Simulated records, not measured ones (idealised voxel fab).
process module | voxel capacitor over wiring
cross-section cut | 250 nm wide | cells 5 nm
A cross-section is a grid of square cells, given in bands from the top down. A band is one or more rows of cells.
Each band's line starts with the height of the band's top and of its bottom, in nm. Then come its materials from left to right, each with its width in nm. One material with "throughout" fills the band from edge to edge. "air" is empty space.
Height 0 is the level under which the wafer as received is all one material. The lowest band goes on downwards, as in "0 down".
A width such as "30 to 40" changes by the same amount from each row of cells to the next, from the band's top row to its bottom row.
"no change" after a step means that no cell of the cross-section changed.
closed voids: empty space of 8 cells or more with no open way to the top, each as width x height at its distance from the left edge, in nm
after a step's settings: what the simulator itself notes on the step
overlay nm, on a step with a mask: how far to the right of its planned place the mask lay; to the left if negative
plan
1 op RECEIVE | material Si
2 op CONFORMAL_DEP | material SiO2 | thk nm 10
3 op DIRECTIONAL_DEP | material TiN | thk nm 5
4 op DIRECTIONAL_DEP | material Ru | thk nm 25
5 op PATTERN | tone cover | mask id METAL_1 | material resist | width nm 30 | pitch nm 80 | thk nm 20 | overlay nm 0
6 op DIRECTIONAL_ETCH | etch materials Ru | depth nm 25
7 op DIRECTIONAL_ETCH | etch materials TiN | depth nm 5
8 op STRIP | etch materials resist
9 op CONFORMAL_DEP | material SiN | thk nm 5
10 op FILL_DEP | material SiO2 | thk nm 10
11 op CMP | height nm 40
12 op CONFORMAL_DEP | material SiCN | thk nm 5
13 op DIRECTIONAL_DEP | material SiO2 | thk nm 15
14 op PATTERN | tone open | mask id PLUG_1 | material resist | width nm 15 | thk nm 20 | overlay nm 0
15 op DIRECTIONAL_ETCH | etch materials SiO2 | depth nm 15
16 op DIRECTIONAL_ETCH | etch materials SiCN | depth nm 5
17 op STRIP | etch materials resist
18 op CONFORMAL_DEP | material TiN | thk nm 5
19 op FILL_DEP | material Cu | thk nm 5
20 op CMP | height nm 60
21 op DIRECTIONAL_DEP | material TiN | thk nm 5
22 op DIRECTIONAL_DEP | material SiN | thk nm 5
23 op DIRECTIONAL_DEP | material TiN | thk nm 10
24 op PATTERN | tone cover | mask id UPPER_PLATE | material resist | width nm 55 | thk nm 20 | overlay nm 0
25 op DIRECTIONAL_ETCH | etch materials TiN | depth nm 10
26 op DIRECTIONAL_ETCH | etch materials SiN | depth nm 5
27 op STRIP | etch materials resist
28 op PATTERN | tone cover | mask id LOWER_PLATE | material resist | width nm 65 | thk nm 15 | overlay nm 0
29 op DIRECTIONAL_ETCH | etch materials TiN | depth nm 5
30 op STRIP | etch materials resist
31 op FILL_DEP | material SiO2 | thk nm 20
32 op CMP | height nm 95
33 op DIRECTIONAL_DEP | material aC | thk nm 15
34 op PATTERN | tone open | mask id PLUG_2 | material resist | width nm 15 | thk nm 35 | overlay nm 0
35 op DIRECTIONAL_ETCH | etch materials aC | depth nm 15
36 op STRIP | etch materials resist
37 op DIRECTIONAL_ETCH | etch materials SiO2 | depth nm 15
38 op STRIP | etch materials aC
39 op CONFORMAL_DEP | material TiN | thk nm 5
40 op FILL_DEP | material W | thk nm 10
41 op CMP | height nm 95
42 op CONFORMAL_DEP | material SiN | thk nm 5
varied across the wafers: width nm of step 14. The plan shows the first wafer's value. All wafers start alike
first wafer as received, after step 1
  0 down: Si throughout
  closed voids: none
first wafer at the end, after step 42
  100 to 95: SiN throughout
  95 to 85: SiO2 95 | TiN 5 | W 5 | TiN 5 | SiO2 140
  85 to 80: SiO2 95 | TiN 15 | SiO2 140
  80 to 70: SiO2 85 | TiN 55 | SiO2 110
  70 to 65: SiO2 85 | SiN 55 | SiO2 110
  65 to 60: SiO2 80 | TiN 65 | SiO2 105
  60 to 45: SiO2 85 | TiN 5 | Cu 5 | TiN 5 | SiO2 150
  45 to 40: SiCN 85 | TiN 15 | SiCN 150
  40 to 15: SiO2 65 | SiN 5 | Ru 30 | SiN 5 | SiO2 40 | SiN 5 | Ru 30 | SiN 5 | SiO2 65
  15 to 10: SiN 70 | TiN 30 | SiN 50 | TiN 30 | SiN 70
  10 to 0: SiO2 throughout
  0 down: Si throughout
  closed voids: none
last wafer at the end
  100 to 95: SiN throughout
  95 to 85: SiO2 95 | TiN 5 | W 5 | TiN 5 | SiO2 140
  85 to 80: SiO2 95 | TiN 15 | SiO2 140
  80 to 70: SiO2 85 | TiN 55 | SiO2 110
  70 to 65: SiO2 85 | SiN 55 | SiO2 110
  65 to 60: SiO2 80 | TiN 65 | SiO2 105
  60 to 45: SiO2 80 | TiN 5 | Cu 20 | TiN 5 | SiO2 140
  45 to 40: SiCN 80 | TiN 30 | SiCN 140
  40 to 15: SiO2 65 | SiN 5 | Ru 30 | SiN 5 | SiO2 40 | SiN 5 | Ru 30 | SiN 5 | SiO2 65
  15 to 10: SiN 70 | TiN 30 | SiN 50 | TiN 30 | SiN 70
  10 to 0: SiO2 throughout
  0 down: Si throughout
  closed voids: none
each wafer at the end: cells of each material gained (+) or lost (-) since it was received, then its closed voids
width nm 15 | +3 Cu | +60 Ru | +47 SiCN | +119 SiN | +706 SiO2 | +63 TiN | +2 W | closed voids: none
width nm 20 | +6 Cu | +60 Ru | +46 SiCN | +119 SiN | +703 SiO2 | +64 TiN | +2 W | closed voids: none
width nm 25 | +9 Cu | +60 Ru | +45 SiCN | +119 SiN | +700 SiO2 | +65 TiN | +2 W | closed voids: none
width nm 30 | +12 Cu | +60 Ru | +44 SiCN | +119 SiN | +697 SiO2 | +66 TiN | +2 W | closed voids: none
